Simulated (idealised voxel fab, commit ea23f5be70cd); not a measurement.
Process module in this document: voxel ribs on slabs
Cross-section cut: width 155 nm, square cells of 5 nm.
Cross-sections here: square-cell grids, written as top-down lists of bands, a band being one or more rows of cells.
Band: top and bottom heights (nm) first, top before bottom; then materials from left to right, widths in nm. "all across" marks a sole material filling the band edge to edge. "blank" denotes empty space.
Heights are reckoned from 0. Under this level, the received wafer is all of one material. The bottommost band is open-ended downward, for example "0 and below".
It should be noted that a width expressed as "30->40" varies in equal increments from row to row of cells within the band, taking the value of the first number at the top row and that of the second number at the bottom row.
"nothing altered" for a step: no cell of the cross-section changed in that step.
Listed in "Enclosed void inventory": every empty space of 8 or more cells without an open way to the top. Form: width x height at distance, the distance being from the left edge, all in nm.
Anything after a step's settings on that line? It's the simulator's own note about the step.
The "overlay nm" setting may appear on a step's line; for a step that uses a mask, it gives how far to the right of its planned position the mask lay, and a negative value indicates the left.

Below is the list of planned process steps:
- 1: RECEIVE | material Si
- 2: DIRECTIONAL_DEP | material SiO2 | thk nm 30
- 3: DIRECTIONAL_DEP | material polySi | thk nm 20
- 4: PATTERN | tone cover | mask id RIB | material resist | width nm 15 | thk nm 15 | overlay nm 0
- 5: DIRECTIONAL_ETCH | etch materials polySi | depth nm 10
- 6: STRIP | etch materials resist
- 7: DIRECTIONAL_DEP | material aC | thk nm 15
- 8: PATTERN | tone cover | mask id SLAB | material resist | width nm 75 | thk nm 35 | overlay nm 0
- 9: DIRECTIONAL_ETCH | etch materials aC | depth nm 15
- 10: STRIP | etch materials resist
- 11: DIRECTIONAL_ETCH | etch materials polySi | depth nm 10
- 12: STRIP | etch materials aC
- 13: FILL_DEP | material SiO2 | thk nm 25
- 14: CMP | height nm 65
- 15: DIRECTIONAL_DEP | material W | thk nm 10
- 16: PATTERN | tone cover | mask id HEATER | material resist | width nm 25 | thk nm 15 | overlay nm 0
- 17: DIRECTIONAL_ETCH | etch materials W | depth nm 10
- 18: STRIP | etch materials resist
- 19: CONFORMAL_DEP | material SiO2 | thk nm 5

First wafer of two (run as planned):

As-received state of the wafer in cross-section, equivalent to post-step 1:
  0 and below | Si all across
  Enclosed void inventory: none

How the wafer stands in section after step 2:
  30 down to 0 | SiO2 all across
  below 0: unchanged

How the wafer stands in section after step 3:
  50 down to 30 | polySi all across
  below 30: unchanged

How the wafer stands in section after step 4:
  65 down to 50 | blank: 70 | resist: 15 | blank: 70
  below 50: unchanged

How the wafer stands in section after step 5:
  65 down to 50 | blank: 70 | resist: 15 | blank: 70
  50 down to 40 | blank: 70 | polySi: 15 | blank: 70
  below 40: unchanged

How the wafer stands in section after step 6:
  50 down to 40 | blank: 70 | polySi: 15 | blank: 70
  below 40: unchanged

How the wafer stands in section after step 7:
  65 down to 55 | blank: 70 | aC: 15 | blank: 70
  55 down to 50 | aC all across
  50 down to 40 | aC: 70 | polySi: 15 | aC: 70
  below 40: unchanged

How the wafer stands in section after step 8:
  100 down to 65 | blank: 40 | resist: 75 | blank: 40
  65 down to 55 | blank: 40 | resist: 30 | aC: 15 | resist: 30 | blank: 40
  below 55: unchanged

How the wafer stands in section after step 9:
  85 down to 65 | blank: 40 | resist: 75 | blank: 40
  65 down to 55 | blank: 40 | resist: 30 | aC: 15 | resist: 30 | blank: 40
  55 down to 50 | blank: 40 | aC: 75 | blank: 40
  50 down to 40 | blank: 40 | aC: 30 | polySi: 15 | aC: 30 | blank: 40
  below 40: unchanged

How the wafer stands in section after step 10:
  65 down to 55 | blank: 70 | aC: 15 | blank: 70
  below 55: unchanged

How the wafer stands in section after step 11:
  65 down to 55 | blank: 70 | aC: 15 | blank: 70
  55 down to 50 | blank: 40 | aC: 75 | blank: 40
  50 down to 40 | blank: 40 | aC: 30 | polySi: 15 | aC: 30 | blank: 40
  40 down to 30 | blank: 40 | polySi: 75 | blank: 40
  below 30: unchanged

How the wafer stands in section after step 12:
  50 down to 40 | blank: 70 | polySi: 15 | blank: 70
  below 40: unchanged

How the wafer stands in section after step 13:
  75 down to 50 | SiO2 all across
  50 down to 40 | SiO2: 70 | polySi: 15 | SiO2: 70
  40 down to 30 | SiO2: 40 | polySi: 75 | SiO2: 40
  below 30: unchanged

How the wafer stands in section after step 14:
  65 down to 50 | SiO2 all across
  below 50: unchanged

How the wafer stands in section after step 15:
  75 down to 65 | W all across
  below 65: unchanged

How the wafer stands in section after step 16:
  90 down to 75 | blank: 65 | resist: 25 | blank: 65
  below 75: unchanged

How the wafer stands in section after step 17:
  90 down to 75 | blank: 65 | resist: 25 | blank: 65
  75 down to 65 | blank: 65 | W: 25 | blank: 65
  below 65: unchanged

How the wafer stands in section after step 18:
  75 down to 65 | blank: 65 | W: 25 | blank: 65
  below 65: unchanged

How the wafer stands in section after step 19:
  80 down to 75 | blank: 60 | SiO2: 35 | blank: 60
  75 down to 70 | blank: 60 | SiO2: 5 | W: 25 | SiO2: 5 | blank: 60
  70 down to 65 | SiO2: 65 | W: 25 | SiO2: 65
  below 65: unchanged

Notes, second wafer: start = first wafer's, plan = first wafer's, execution had one mistake; history identical to first through step 7:

Cross-sectional representation of the second wafer at the time designated in the plan for the completion of step 8:
  100 down to 65 | blank: 35 | resist: 85 | blank: 35
  65 down to 55 | blank: 35 | resist: 35 | aC: 15 | resist: 35 | blank: 35
  below 55: unchanged

Cross-sectional representation of the second wafer at the time designated in the plan for the completion of step 9:
  85 down to 65 | blank: 35 | resist: 85 | blank: 35
  65 down to 55 | blank: 35 | resist: 35 | aC: 15 | resist: 35 | blank: 35
  55 down to 50 | blank: 35 | aC: 85 | blank: 35
  50 down to 40 | blank: 35 | aC: 35 | polySi: 15 | aC: 35 | blank: 35
  below 40: unchanged

Cross-sectional representation of the second wafer at the time designated in the plan for the completion of step 10:
  65 down to 55 | blank: 70 | aC: 15 | blank: 70
  below 55: unchanged

Cross-sectional representation of the second wafer at the time designated in the plan for the completion of step 11:
  65 down to 55 | blank: 70 | aC: 15 | blank: 70
  55 down to 50 | blank: 35 | aC: 85 | blank: 35
  50 down to 40 | blank: 35 | aC: 35 | polySi: 15 | aC: 35 | blank: 35
  40 down to 30 | blank: 35 | polySi: 85 | blank: 35
  below 30: unchanged

Cross-sectional representation of the second wafer at the time designated in the plan for the completion of step 12:
  50 down to 40 | blank: 70 | polySi: 15 | blank: 70
  below 40: unchanged

Cross-sectional representation of the second wafer at the time designated in the plan for the completion of step 13:
  75 down to 50 | SiO2 all across
  50 down to 40 | SiO2: 70 | polySi: 15 | SiO2: 70
  40 down to 30 | SiO2: 35 | polySi: 85 | SiO2: 35
  below 30: unchanged

Cross-sectional representation of the second wafer at the time designated in the plan for the completion of step 14:
  65 down to 50 | SiO2 all across
  below 50: unchanged

Cross-sectional representation of the second wafer at the time designated in the plan for the completion of step 15:
  75 down to 65 | W all across
  below 65: unchanged

Cross-sectional representation of the second wafer at the time designated in the plan for the completion of step 16:
  90 down to 75 | blank: 65 | resist: 25 | blank: 65
  below 75: unchanged

Cross-sectional representation of the second wafer at the time designated in the plan for the completion of step 17:
  90 down to 75 | blank: 65 | resist: 25 | blank: 65
  75 down to 65 | blank: 65 | W: 25 | blank: 65
  below 65: unchanged

Cross-sectional representation of the second wafer at the time designated in the plan for the completion of step 18:
  75 down to 65 | blank: 65 | W: 25 | blank: 65
  below 65: unchanged

Cross-sectional representation of the second wafer at the time designated in the plan for the completion of step 19:
  80 down to 75 | blank: 60 | SiO2: 35 | blank: 60
  75 down to 70 | blank: 60 | SiO2: 5 | W: 25 | SiO2: 5 | blank: 60
  70 down to 65 | SiO2: 65 | W: 25 | SiO2: 65
  below 65: unchanged
Here's what went sideways: step 8 deviated from plan and actually ran as PATTERN | tone cover | mask id SLAB | material resist | width nm 85 | thk nm 35 | overlay nm 0
Wafer comparison, final, in cells, second relative to first, materials more or fewer: -4 SiO2, +4 polySi
